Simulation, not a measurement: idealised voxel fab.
This is a process module. Its name is voxel lift off.
The width of the displayed cross-section, cut, is 225 nm; its cells are square, with a size of 5 nm.
Cross-section layout: square cells on a grid; listed as bands, top to bottom; a band spans one or more cell rows. Band: top and bottom heights (nm) first, top before bottom; then materials from left to right, widths in nm. "throughout" marks a sole material filling the band edge to edge. "empty" denotes empty space. Heights are measured from 0, the level below which the as-received wafer is all one material; the lowest band has no bottom and continues downward, written as in "top 0, no bottom". A two-number width, for instance "30->40", indicates that the width is equal to the first number in the top row of the band and to the second number in the bottom row, and that it changes by a constant amount per row of cells. You'll sometimes find "changes: none" written for a step, and that's the way of saying that nowhere in the cross-section did a cell change during that step. "Closed voids list": sealed empty spaces, 8 cells or more, no open way to top, listed width x height at distance, with distance from the left edge and width, height and distance in nm. Read whatever lies past the settings on a step's line as the simulator's own remark about the step. The "overlay nm" setting may appear on a step's line; for a step that uses a mask, it gives how far to the right of its planned position the mask lay, and a negative value indicates the left.
## These are the steps we planned for the process
1. RECEIVE [material Si]
2. CONFORMAL_DEP [material Al2O3] [thk nm 15]
3. PATTERN [tone open] [mask id LINES] [material resist] [width nm 25] [pitch nm 40] [thk nm 25] [overlay nm 0]
4. DIRECTIONAL_DEP [material Ru] [thk nm 15]
5. STRIP [etch materials resist]
6. CONFORMAL_DEP [material SiN] [thk nm 5]
## So this is the incoming wafer in cross-section - it's already been through step 1
> top 0, no bottom = Si throughout
> Closed voids list: none
## The first of two wafers, cross-sectioned at the end of the module, with the run proceeding as planned
> top 35, bottom 30 = 75 empty, then 35 SiN, then 5 empty, then 35 SiN, then 75 empty
> top 30, bottom 20 = 75 empty, then 5 SiN, then 25 Ru, then 5 SiN, then 5 empty, then 5 SiN, then 25 Ru, then 5 SiN, then 75 empty
> top 20, bottom 15 = 80 SiN, then 25 Ru, then 15 SiN, then 25 Ru, then 80 SiN
> top 15, bottom 0 = Al2O3 throughout
> top 0, no bottom = Si throughout
> Closed voids list: none
## Presented here is a cross-section of the second of the two wafers as it stood at the end of the module. It was started in the same manner and assigned the same plan as the first wafer; however, one mistake was made in its execution
> top 40, bottom 35 = 75 empty, then 35 SiN, then 5 empty, then 35 SiN, then 75 empty
> top 35, bottom 20 = 75 empty, then 5 SiN, then 25 Ru, then 5 SiN, then 5 empty, then 5 SiN, then 25 Ru, then 5 SiN, then 75 empty
> top 20, bottom 15 = 80 SiN, then 25 Ru, then 15 SiN, then 25 Ru, then 80 SiN
> top 15, bottom 0 = Al2O3 throughout
> top 0, no bottom = Si throughout
> Closed voids list: none
It is concluded that the wafer was processed incorrectly with respect to the plan, in that step 4 ran as: DIRECTIONAL_DEP [material Ru] [thk nm 20]
Materials where the second wafer ends with more or fewer cells than the first: +10 Ru; +4 SiN
